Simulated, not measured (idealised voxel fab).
The process module that follows is named voxel ribs on slabs.
Each square cell in cross-section cut measures 5 nm, and the section as a whole is 250 nm wide.
A cross-section is written here as square cells arranged in a grid, and it is given in bands from the top down, each band taking up one or more rows of cells.
Per band: top height and bottom height in nm, followed by the left-to-right materials and their widths in nm; "everywhere" marks a single material spanning edge to edge, "blank" marks empty space.
Basically, 0 is our baseline, since under it the wafer straight out of the box is all one material. The bottom band has no lower end and keeps on going down, so it looks like "z 0 and below".
You'd read "30->40" like this: the band's top row of cells is as wide as the first number, its bottom row is as wide as the second, and going down, every row changes width by the same amount as the row before did.
What does "nothing got changed" mean for a step? It means no cell of the cross-section changed in that step.
In "Entrapped voids" the enclosed voids are listed, meaning empty spaces of 8 cells or larger without any opening to the top. The form is width x height at distance, distance from the left edge, units nm.
On each step's line, the part that comes after the settings is the simulator's own comment on the step.
overlay nm: mask right of planned place by this much (step with mask). Neg. = left.
How should the pairs below be read? Each gives the cross-section before one process step and the cross-section after it, the latter drawn only to the lowest band that changed; the step that lies between them, with its settings, appears under the pair. Does a pair pick up where the pair above left off? Only where its entry headed "Cross-section, before" says so, since pairs can come from different runs of this module on the same starting wafer.
**Cross-section, before**
> z 0 and below: Si everywhere
> Entrapped voids: none
**Sectional Result**
> z 30 to 0: SiO2 everywhere
> Below a height of 0, the structure has not been altered.
> Entrapped voids: none
It is this step that lies between the two cross-sections above: DIRECTIONAL_DEP,material SiO2,thk nm 30
Cross-section, before: as shown after the step in the preceding pair, directly above.
**Sectional Result**
> z 45 to 30: SiN everywhere
> Below a height of 30, the structure has not been altered.
> Entrapped voids: none
It is this step that lies between the two cross-sections above: DIRECTIONAL_DEP,material SiN,thk nm 15
Cross-section, before: as shown after the step in the preceding pair, directly above.
**Sectional Result**
> z 60 to 45: blank (110), then resist (25), then blank (115)
> Below a height of 45, the structure has not been altered.
> Entrapped voids: none
It is this step that lies between the two cross-sections above: PATTERN,tone cover,mask id RIB,material resist,width nm 25,thk nm 15,overlay nm 0
Cross-section, before: as shown after the step in the preceding pair, directly above.
**Sectional Result**
> z 60 to 45: blank (110), then resist (25), then blank (115)
> z 45 to 40: blank (110), then SiN (25), then blank (115)
> Below a height of 40, the structure has not been altered.
> Entrapped voids: none
It is this step that lies between the two cross-sections above: DIRECTIONAL_ETCH,etch materials SiN,depth nm 5
Cross-section, before: as shown after the step in the preceding pair, directly above.
**Sectional Result**
> z 45 to 40: blank (110), then SiN (25), then blank (115)
> Below a height of 40, the structure has not been altered.
> Entrapped voids: none
It is this step that lies between the two cross-sections above: STRIP,etch materials resist
Cross-section, before: as shown after the step in the preceding pair, directly above.
**Sectional Result**
> z 45 to 40: blank (110), then SiN (25), then blank (115)
> z 40 to 30: blank (95), then SiN (55), then blank (100)
> Below a height of 30, the structure has not been altered.
> Entrapped voids: none
It is this step that lies between the two cross-sections above: MASKED_ETCH,tone cover,mask id SLAB,width nm 55,etch materials SiN,depth nm 10,overlay nm 0
Cross-section, before: as shown after the step in the preceding pair, directly above.
**Sectional Result**
> z 65 to 45: SiO2 everywhere
> z 45 to 40: SiO2 (110), then SiN (25), then SiO2 (115)
> z 40 to 30: SiO2 (95), then SiN (55), then SiO2 (100)
> Below a height of 30, the structure has not been altered.
> Entrapped voids: none
It is this step that lies between the two cross-sections above: FILL_DEP,material SiO2,thk nm 20
Cross-section, before: as shown after the step in the preceding pair, directly above.
**Sectional Result**
> z 60 to 45: SiO2 everywhere
> Below a height of 45, the structure has not been altered.
> Entrapped voids: none
It is this step that lies between the two cross-sections above: CMP,height nm 60
Cross-section, before: as shown after the step in the preceding pair, directly above.
**Sectional Result**
> z 65 to 60: W everywhere
> Below a height of 60, the structure has not been altered.
> Entrapped voids: none
It is this step that lies between the two cross-sections above: DIRECTIONAL_DEP,material W,thk nm 5
Cross-section, before: as shown after the step in the preceding pair, directly above.
**Sectional Result**
> z 65 to 60: blank (105), then W (35), then blank (110)
> Below a height of 60, the structure has not been altered.
> Entrapped voids: none
It is this step that lies between the two cross-sections above: MASKED_ETCH,tone cover,mask id HEATER,width nm 35,etch materials W,depth nm 5,overlay nm 0
Cross-section, before: as shown after the step in the preceding pair, directly above.
**Sectional Result**
> z 75 to 70: blank (95), then SiN (55), then blank (100)
> z 70 to 65: SiN everywhere
> z 65 to 60: SiN (105), then W (35), then SiN (110)
> Below a height of 60, the structure has not been altered.
> Entrapped voids: none
It is this step that lies between the two cross-sections above: CONFORMAL_DEP,material SiN,thk nm 10
**Cross-section, before**
> z 45 to 30: SiN everywhere
> z 30 to 0: SiO2 everywhere
> z 0 and below: Si everywhere
> Entrapped voids: none
**Sectional Result**
> z 60 to 30: SiN everywhere
> Below a height of 30, the structure has not been altered.
> Entrapped voids: none
It is this step that lies between the two cross-sections above: DIRECTIONAL_DEP,material SiN,thk nm 15
Cross-section, before: as shown after the step in the preceding pair, directly above.
**Sectional Result**
> z 75 to 60: blank (110), then resist (25), then blank (115)
> Below a height of 60, the structure has not been altered.
> Entrapped voids: none
It is this step that lies between the two cross-sections above: PATTERN,tone cover,mask id RIB,material resist,width nm 25,thk nm 15,overlay nm 0
Cross-section, before: as shown after the step in the preceding pair, directly above.
**Sectional Result**
> z 75 to 60: blank (110), then resist (25), then blank (115)
> z 60 to 55: blank (110), then SiN (25), then blank (115)
> Below a height of 55, the structure has not been altered.
> Entrapped voids: none
It is this step that lies between the two cross-sections above: DIRECTIONAL_ETCH,etch materials SiN,depth nm 5
Cross-section, before: as shown after the step in the preceding pair, directly above.
**Sectional Result**
> z 60 to 55: blank (110), then SiN (25), then blank (115)
> Below a height of 55, the structure has not been altered.
> Entrapped voids: none
It is this step that lies between the two cross-sections above: STRIP,etch materials resist
Cross-section, before: as shown after the step in the preceding pair, directly above.
**Sectional Result**
> z 60 to 55: blank (110), then SiN (25), then blank (115)
> z 55 to 45: blank (95), then SiN (55), then blank (100)
> Below a height of 45, the structure has not been altered.
> Entrapped voids: none
It is this step that lies between the two cross-sections above: MASKED_ETCH,tone cover,mask id SLAB,width nm 55,etch materials SiN,depth nm 10,overlay nm 0
Cross-section, before: as shown after the step in the preceding pair, directly above.
**Sectional Result**
> z 80 to 60: SiO2 everywhere
> z 60 to 55: SiO2 (110), then SiN (25), then SiO2 (115)
> z 55 to 45: SiO2 (95), then SiN (55), then SiO2 (100)
> Below a height of 45, the structure has not been altered.
> Entrapped voids: none
It is this step that lies between the two cross-sections above: FILL_DEP,material SiO2,thk nm 20
Cross-section, before: as shown after the step in the preceding pair, directly above.
**Sectional Result**
> z 60 to 55: SiO2 (110), then SiN (25), then SiO2 (115)
> Below a height of 55, the structure has not been altered.
> Entrapped voids: none
It is this step that lies between the two cross-sections above: CMP,height nm 60
Cross-section, before: as shown after the step in the preceding pair, directly above.
**Sectional Result**
> z 65 to 60: W everywhere
> Below a height of 60, the structure has not been altered.
> Entrapped voids: none
It is this step that lies between the two cross-sections above: DIRECTIONAL_DEP,material W,thk nm 5
Cross-section, before: as shown after the step in the preceding pair, directly above.
**Sectional Result**
> z 65 to 60: blank (105), then W (35), then blank (110)
> Below a height of 60, the structure has not been altered.
> Entrapped voids: none
It is this step that lies between the two cross-sections above: MASKED_ETCH,tone cover,mask id HEATER,width nm 35,etch materials W,depth nm 5,overlay nm 0
Cross-section, before: as shown after the step in the preceding pair, directly above.
**Sectional Result**
> z 75 to 70: blank (95), then SiN (55), then blank (100)
> z 70 to 65: SiN everywhere
> z 65 to 60: SiN (105), then W (35), then SiN (110)
> Below a height of 60, the structure has not been altered.
> Entrapped voids: none
It is this step that lies between the two cross-sections above: CONFORMAL_DEP,material SiN,thk nm 10
**Cross-section, before**
> z 30 to 0: SiO2 everywhere
> z 0 and below: Si everywhere
> Entrapped voids: none
**Sectional Result**
> z 45 to 30: blank (110), then resist (25), then blank (115)
> Below a height of 30, the structure has not been altered.
> Entrapped voids: none
It is this step that lies between the two cross-sections above: PATTERN,tone cover,mask id RIB,material resist,width nm 25,thk nm 15,overlay nm 0
Cross-section, before: as shown after the step in the preceding pair, directly above.
**Sectional Result**
> z 60 to 45: blank (110), then SiN (25), then blank (115)
> z 45 to 30: SiN (110), then resist (25), then SiN (115)
> Below a height of 30, the structure has not been altered.
> Entrapped voids: none
It is this step that lies between the two cross-sections above: DIRECTIONAL_DEP,material SiN,thk nm 15
Cross-section, before: as shown after the step in the preceding pair, directly above.
**Sectional Result**
> z 55 to 45: blank (110), then SiN (25), then blank (115)
> z 45 to 40: blank (110), then resist (25), then blank (115)
> Below a height of 40, the structure has not been altered.
> Entrapped voids: none
It is this step that lies between the two cross-sections above: DIRECTIONAL_ETCH,etch materials SiN,depth nm 5
Cross-section, before: as shown after the step in the preceding pair, directly above.
**Sectional Result**
> z 40 to 30: SiN (110), then blank (25), then SiN (115)
> Below a height of 30, the structure has not been altered.
> Entrapped voids: none
It is this step that lies between the two cross-sections above: STRIP,etch materials resist
Cross-section, before: as shown after the step in the preceding pair, directly above.
**Sectional Result**
> z 40 to 30: blank (95), then SiN (15), then blank (25), then SiN (15), then blank (100)
> Below a height of 30, the structure has not been altered.
> Entrapped voids: none
It is this step that lies between the two cross-sections above: MASKED_ETCH,tone cover,mask id SLAB,width nm 55,etch materials SiN,depth nm 10,overlay nm 0
Cross-section, before: as shown after the step in the preceding pair, directly above.
**Sectional Result**
> z 60 to 40: SiO2 everywhere
> z 40 to 30: SiO2 (95), then SiN (15), then SiO2 (25), then SiN (15), then SiO2 (100)
> Below a height of 30, the structure has not been altered.
> Entrapped voids: none
It is this step that lies between the two cross-sections above: FILL_DEP,material SiO2,thk nm 20
Cross-section, before: as shown after the step in the preceding pair, directly above.
**Sectional Result**
> z 65 to 60: W everywhere
> Below a height of 60, the structure has not been altered.
> Entrapped voids: none
It is this step that lies between the two cross-sections above: DIRECTIONAL_DEP,material W,thk nm 5
Cross-section, before: as shown after the step in the preceding pair, directly above.
**Sectional Result**
> z 65 to 60: blank (105), then W (35), then blank (110)
> Below a height of 60, the structure has not been altered.
> Entrapped voids: none
It is this step that lies between the two cross-sections above: MASKED_ETCH,tone cover,mask id HEATER,width nm 35,etch materials W,depth nm 5,overlay nm 0
Cross-section, before: as shown after the step in the preceding pair, directly above.
**Sectional Result**
> z 75 to 70: blank (95), then SiN (55), then blank (100)
> z 70 to 65: SiN everywhere
> z 65 to 60: SiN (105), then W (35), then SiN (110)
> Below a height of 60, the structure has not been altered.
> Entrapped voids: none
It is this step that lies between the two cross-sections above: CONFORMAL_DEP,material SiN,thk nm 10
**Cross-section, before**
> z 65 to 60: blank (105), then W (35), then blank (110)
> z 60 to 45: SiO2 everywhere
> z 45 to 40: SiO2 (110), then SiN (25), then SiO2 (115)
> z 40 to 30: SiO2 (95), then SiN (55), then SiO2 (100)
> z 30 to 0: SiO2 everywhere
> z 0 and below: Si everywhere
> Entrapped voids: none
**Sectional Result**
> z 70 to 65: blank (100), then SiN (45), then blank (105)
> z 65 to 60: SiN (105), then W (35), then SiN (110)
> Below a height of 60, the structure has not been altered.
> Entrapped voids: none
It is this step that lies between the two cross-sections above: CONFORMAL_DEP,material SiN,thk nm 5
**Cross-section, before**
> z 45 to 30: SiN everywhere
> z 30 to 0: SiO2 everywhere
> z 0 and below: Si everywhere
> Entrapped voids: none
**Sectional Result**
> z 60 to 45: blank (110), then resist (30), then blank (110)
> Below a height of 45, the structure has not been altered.
> Entrapped voids: none
It is this step that lies between the two cross-sections above: PATTERN,tone cover,mask id RIB,material resist,width nm 30,thk nm 15,overlay nm 0
Cross-section, before: as shown after the step in the preceding pair, directly above.
**Sectional Result**
> z 60 to 45: blank (110), then resist (30), then blank (110)
> z 45 to 40: blank (110), then SiN (30), then blank (110)
> Below a height of 40, the structure has not been altered.
> Entrapped voids: none
It is this step that lies between the two cross-sections above: DIRECTIONAL_ETCH,etch materials SiN,depth nm 5
Cross-section, before: as shown after the step in the preceding pair, directly above.
**Sectional Result**
> z 45 to 40: blank (110), then SiN (30), then blank (110)
> Below a height of 40, the structure has not been altered.
> Entrapped voids: none
It is this step that lies between the two cross-sections above: STRIP,etch materials resist
Cross-section, before: as shown after the step in the preceding pair, directly above.
**Sectional Result**
> z 45 to 40: blank (110), then SiN (30), then blank (110)
> z 40 to 30: blank (95), then SiN (55), then blank (100)
> Below a height of 30, the structure has not been altered.
> Entrapped voids: none
It is this step that lies between the two cross-sections above: MASKED_ETCH,tone cover,mask id SLAB,width nm 55,etch materials SiN,depth nm 10,overlay nm 0
Cross-section, before: as shown after the step in the preceding pair, directly above.
**Sectional Result**
> z 65 to 45: SiO2 everywhere
> z 45 to 40: SiO2 (110), then SiN (30), then SiO2 (110)
> z 40 to 30: SiO2 (95), then SiN (55), then SiO2 (100)
> Below a height of 30, the structure has not been altered.
> Entrapped voids: none
It is this step that lies between the two cross-sections above: FILL_DEP,material SiO2,thk nm 20
Cross-section, before: as shown after the step in the preceding pair, directly above.
**Sectional Result**
> z 60 to 45: SiO2 everywhere
> Below a height of 45, the structure has not been altered.
> Entrapped voids: none
It is this step that lies between the two cross-sections above: CMP,height nm 60
Cross-section, before: as shown after the step in the preceding pair, directly above.
**Sectional Result**
> z 65 to 60: W everywhere
> Below a height of 60, the structure has not been altered.
> Entrapped voids: none
It is this step that lies between the two cross-sections above: DIRECTIONAL_DEP,material W,thk nm 5
Cross-section, before: as shown after the step in the preceding pair, directly above.
**Sectional Result**
> z 65 to 60: blank (105), then W (35), then blank (110)
> Below a height of 60, the structure has not been altered.
> Entrapped voids: none
It is this step that lies between the two cross-sections above: MASKED_ETCH,tone cover,mask id HEATER,width nm 35,etch materials W,depth nm 5,overlay nm 0
Cross-section, before: as shown after the step in the preceding pair, directly above.
**Sectional Result**
> z 75 to 70: blank (95), then SiN (55), then blank (100)
> z 70 to 65: SiN everywhere
> z 65 to 60: SiN (105), then W (35), then SiN (110)
> Below a height of 60, the structure has not been altered.
> Entrapped voids: none
It is this step that lies between the two cross-sections above: CONFORMAL_DEP,material SiN,thk nm 10
**Cross-section, before**
> z 45 to 40: blank (110), then SiN (25), then blank (115)
> z 40 to 30: SiN everywhere
> z 30 to 0: SiO2 everywhere
> z 0 and below: Si everywhere
> Entrapped voids: none
**Sectional Result**
> z 45 to 40: blank (110), then SiN (25), then blank (115)
> z 40 to 30: blank (105), then SiN (55), then blank (90)
> Below a height of 30, the structure has not been altered.
> Entrapped voids: none
It is this step that lies between the two cross-sections above: MASKED_ETCH,tone cover,mask id SLAB,width nm 55,etch materials SiN,depth nm 10,overlay nm 10
Cross-section, before: as shown after the step in the preceding pair, directly above.
**Sectional Result**
> z 65 to 45: SiO2 everywhere
> z 45 to 40: SiO2 (110), then SiN (25), then SiO2 (115)
> z 40 to 30: SiO2 (105), then SiN (55), then SiO2 (90)
> Below a height of 30, the structure has not been altered.
> Entrapped voids: none
It is this step that lies between the two cross-sections above: FILL_DEP,material SiO2,thk nm 20
Cross-section, before: as shown after the step in the preceding pair, directly above.
**Sectional Result**
> z 60 to 45: SiO2 everywhere
> Below a height of 45, the structure has not been altered.
> Entrapped voids: none
It is this step that lies between the two cross-sections above: CMP,height nm 60
Cross-section, before: as shown after the step in the preceding pair, directly above.
**Sectional Result**
> z 65 to 60: W everywhere
> Below a height of 60, the structure has not been altered.
> Entrapped voids: none
It is this step that lies between the two cross-sections above: DIRECTIONAL_DEP,material W,thk nm 5
Cross-section, before: as shown after the step in the preceding pair, directly above.
**Sectional Result**
> z 65 to 60: blank (105), then W (35), then blank (110)
> Below a height of 60, the structure has not been altered.
> Entrapped voids: none
It is this step that lies between the two cross-sections above: MASKED_ETCH,tone cover,mask id HEATER,width nm 35,etch materials W,depth nm 5,overlay nm 0
Cross-section, before: as shown after the step in the preceding pair, directly above.
**Sectional Result**
> z 75 to 70: blank (95), then SiN (55), then blank (100)
> z 70 to 65: SiN everywhere
> z 65 to 60: SiN (105), then W (35), then SiN (110)
> Below a height of 60, the structure has not been altered.
> Entrapped voids: none
It is this step that lies between the two cross-sections above: CONFORMAL_DEP,material SiN,thk nm 10
**Cross-section, before**
> z 45 to 40: blank (110), then SiN (25), then blank (115)
> z 40 to 30: blank (95), then SiN (55), then blank (100)
> z 30 to 0: SiO2 everywhere
> z 0 and below: Si everywhere
> Entrapped voids: none
**Sectional Result**
> z 65 to 45: W everywhere
> z 45 to 40: W (110), then SiN (25), then W (115)
> z 40 to 30: W (95), then SiN (55), then W (100)
> Below a height of 30, the structure has not been altered.
> Entrapped voids: none
It is this step that lies between the two cross-sections above: FILL_DEP,material W,thk nm 20
Cross-section, before: as shown after the step in the preceding pair, directly above.
**Sectional Result**
> z 60 to 45: W everywhere
> Below a height of 45, the structure has not been altered.
> Entrapped voids: none
It is this step that lies between the two cross-sections above: CMP,height nm 60
Cross-section, before: as shown after the step in the preceding pair, directly above.
**Sectional Result**
> z 65 to 45: W everywhere
> Below a height of 45, the structure has not been altered.
> Entrapped voids: none
It is this step that lies between the two cross-sections above: DIRECTIONAL_DEP,material W,thk nm 5
Cross-section, before: as shown after the step in the preceding pair, directly above.
**Sectional Result**
> z 65 to 60: blank (105), then W (35), then blank (110)
> Below a height of 60, the structure has not been altered.
> Entrapped voids: none
It is this step that lies between the two cross-sections above: MASKED_ETCH,tone cover,mask id HEATER,width nm 35,etch materials W,depth nm 5,overlay nm 0
Cross-section, before: as shown after the step in the preceding pair, directly above.
**Sectional Result**
> z 75 to 70: blank (95), then SiN (55), then blank (100)
> z 70 to 65: SiN everywhere
> z 65 to 60: SiN (105), then W (35), then SiN (110)
> Below a height of 60, the structure has not been altered.
> Entrapped voids: none
It is this step that lies between the two cross-sections above: CONFORMAL_DEP,material SiN,thk nm 10
**Cross-section, before**
> z 45 to 40: blank (110), then SiN (25), then blank (115)
> z 40 to 30: SiN everywhere
> z 30 to 0: SiO2 everywhere
> z 0 and below: Si everywhere
> Entrapped voids: none
**Sectional Result**
> z 40 to 35: SiN (95), then blank (55), then SiN (100)
> z 35 to 30: SiN (95), then blank (15), then SiN (25), then blank (15), then SiN (100)
> Below a height of 30, the structure has not been altered.
> Entrapped voids: none
It is this step that lies between the two cross-sections above: MASKED_ETCH,tone open,mask id SLAB,width nm 55,etch materials SiN,depth nm 10,overlay nm 0
Cross-section, before: as shown after the step in the preceding pair, directly above.
**Sectional Result**
> z 60 to 40: SiO2 everywhere
> z 40 to 35: SiN (95), then SiO2 (55), then SiN (100)
> z 35 to 30: SiN (95), then SiO2 (15), then SiN (25), then SiO2 (15), then SiN (100)
> Below a height of 30, the structure has not been altered.
> Entrapped voids: none
It is this step that lies between the two cross-sections above: FILL_DEP,material SiO2,thk nm 20
Cross-section, before: as shown after the step in the preceding pair, directly above.
**Sectional Result**
> z 65 to 60: W everywhere
> Below a height of 60, the structure has not been altered.
> Entrapped voids: none
It is this step that lies between the two cross-sections above: DIRECTIONAL_DEP,material W,thk nm 5
Cross-section, before: as shown after the step in the preceding pair, directly above.
**Sectional Result**
> z 65 to 60: blank (105), then W (35), then blank (110)
> Below a height of 60, the structure has not been altered.
> Entrapped voids: none
It is this step that lies between the two cross-sections above: MASKED_ETCH,tone cover,mask id HEATER,width nm 35,etch materials W,depth nm 5,overlay nm 0
Cross-section, before: as shown after the step in the preceding pair, directly above.
**Sectional Result**
> z 75 to 70: blank (95), then SiN (55), then blank (100)
> z 70 to 65: SiN everywhere
> z 65 to 60: SiN (105), then W (35), then SiN (110)
> Below a height of 60, the structure has not been altered.
> Entrapped voids: none
It is this step that lies between the two cross-sections above: CONFORMAL_DEP,material SiN,thk nm 10
